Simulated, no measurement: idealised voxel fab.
The following process module bears the name voxel lift off.
The figure presents cross-section cut, which has a width of 175 nm and is divided into square cells with an edge length of 5 nm.
In this document a cross-section is written as a grid of square cells. It is given as a series of bands, listed from the top down, and a band is one or more rows of cells.
Look at the band entry: it leads with the top's height and the bottom's height in nm. Then it lists the materials left to right, with a width in nm for each. The word "edge to edge" on a single material says that material fills the band edge to edge. The word "air" is empty space.
Heights are reckoned from 0. Under this level, the received wafer is all of one material. The bottommost band is open-ended downward, for example "z 0 and below".
A two-number width, for instance "30..40", indicates that the width is equal to the first number in the top row of the band and to the second number in the bottom row, and that it changes by a constant amount per row of cells.
"nothing was modified" after a step means that no cell of the cross-section changed.
"Closed void catalog" - sealed voids, min. 8 cells, no opening to top; format: width x height at distance (distance from left edge; nm throughout).
Past the settings on a step's line: simulator remark, on that step.
overlay nm: mask right of planned place by this much (step with mask). Neg. = left.

-- This section lists the process steps that were planned
1 RECEIVE with material Si
2 CONFORMAL_DEP with material SiO2, thk nm 5
3 PATTERN with tone open, mask id LINES, material resist, width nm 15, pitch nm 40, thk nm 20, overlay nm 0
4 DIRECTIONAL_DEP with material Ru, thk nm 5
5 STRIP with etch materials resist
6 CONFORMAL_DEP with material SiO2, thk nm 10

-- Below: the first of two wafers, run as planned

-- Wafer cross-section on receipt, i.e. after step 1
z 0 and below: Si edge to edge
Closed void catalog: none

-- After step 2, in cross-section
z 5 to 0: SiO2 edge to edge
Unchanged below 0.

-- After step 3, in cross-section
z 25 to 5: resist 20; air 15; resist 25; air 15; resist 25; air 15; resist 25; air 15; resist 20
Unchanged below 5.

-- After step 4, in cross-section
z 30 to 25: Ru 20; air 15; Ru 25; air 15; Ru 25; air 15; Ru 25; air 15; Ru 20
z 25 to 10: resist 20; air 15; resist 25; air 15; resist 25; air 15; resist 25; air 15; resist 20
z 10 to 5: resist 20; Ru 15; resist 25; Ru 15; resist 25; Ru 15; resist 25; Ru 15; resist 20
Unchanged below 5.

-- After step 5, in cross-section
z 10 to 5: air 20; Ru 15; air 25; Ru 15; air 25; Ru 15; air 25; Ru 15; air 20
Unchanged below 5.

-- After step 6, in cross-section
z 20 to 15: air 10; SiO2 35; air 5; SiO2 35; air 5; SiO2 35; air 5; SiO2 35; air 10
z 15 to 10: SiO2 edge to edge
z 10 to 5: SiO2 20; Ru 15; SiO2 25; Ru 15; SiO2 25; Ru 15; SiO2 25; Ru 15; SiO2 20
Unchanged below 5.

-- For the second wafer, take the first wafer's start and plan, then add one mistake made in running it; everything through step 2, that step included, is shared with the first

-- Second wafer shown in cross-section at the time step 3 was slated to end
z 25 to 5: resist 20; air 20; resist 20; air 20; resist 20; air 20; resist 20; air 20; resist 15
Unchanged below 5.

-- Second wafer shown in cross-section at the time step 4 was slated to end
z 30 to 25: Ru 20; air 20; Ru 20; air 20; Ru 20; air 20; Ru 20; air 20; Ru 15
z 25 to 10: resist 20; air 20; resist 20; air 20; resist 20; air 20; resist 20; air 20; resist 15
z 10 to 5: resist 20; Ru 20; resist 20; Ru 20; resist 20; Ru 20; resist 20; Ru 20; resist 15
Unchanged below 5.

-- Second wafer shown in cross-section at the time step 5 was slated to end
z 10 to 5: air 20; Ru 20; air 20; Ru 20; air 20; Ru 20; air 20; Ru 20; air 15
Unchanged below 5.

-- Second wafer shown in cross-section at the time step 6 was slated to end
z 20 to 15: air 10; SiO2 160; air 5
z 15 to 10: SiO2 edge to edge
z 10 to 5: SiO2 20; Ru 20; SiO2 20; Ru 20; SiO2 20; Ru 20; SiO2 20; Ru 20; SiO2 15
Unchanged below 5.
Plan not followed: contrary to plan, step 3 was performed as PATTERN with tone open, mask id LINES, material resist, width nm 20, pitch nm 40, thk nm 20, overlay nm 0
The final cell counts differ between the wafers, with the second having more or fewer of some materials than the first: Ru +4
